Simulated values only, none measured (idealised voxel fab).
process module | voxel released beams
cross-section cut | 275 nm wide | cells 5 nm
A cross-section is a grid of square cells, given in bands from the top down. A band is one or more rows of cells.
Each band's line starts with the height of the band's top and of its bottom, in nm. Then come its materials from left to right, each with its width in nm. One material with "throughout" fills the band from edge to edge. "air" is empty space.
Height 0 is the level under which the wafer as received is all one material. The lowest band goes on downwards, as in "0 down".
A width such as "30 to 40" changes by the same amount from each row of cells to the next, from the band's top row to its bottom row.
"no change" after a step means that no cell of the cross-section changed.
closed voids: empty space of 8 cells or more with no open way to the top, each as width x height at its distance from the left edge, in nm
after a step's settings: what the simulator itself notes on the step
overlay nm, on a step with a mask: how far to the right of its planned place the mask lay; to the left if negative
plan
1 op RECEIVE | material Si
2 op CONFORMAL_DEP | material SiN | thk nm 5
3 op DIRECTIONAL_DEP | material SiO2 | thk nm 20
4 op MASKED_ETCH | tone open | mask id ANCHOR | width nm 35 | etch materials SiO2 | depth nm 20 | overlay nm 0
5 op CONFORMAL_DEP | material TiN | thk nm 10
6 op MASKED_ETCH | tone cover | mask id BEAM | width nm 85 | etch materials TiN | depth nm 5 | overlay nm 0
7 op STRIP | etch materials SiO2
varied across the wafers: depth nm of step 6. The plan shows the first wafer's value. All wafers start alike
first wafer as received, after step 1
  0 down: Si throughout
  closed voids: none
each wafer at the end: cells of each material gained (+) or lost (-) since it was received, then its closed voids
depth nm 5 | +55 SiN | +192 SiO2 | +88 TiN | closed voids: none
depth nm 10 | +55 SiN | +50 TiN | closed voids: none
depth nm 15 | +55 SiN | +50 TiN | closed voids: none
depth nm 20 | +55 SiN | +50 TiN | closed voids: none
depth nm 25 | +55 SiN | +50 TiN | closed voids: none
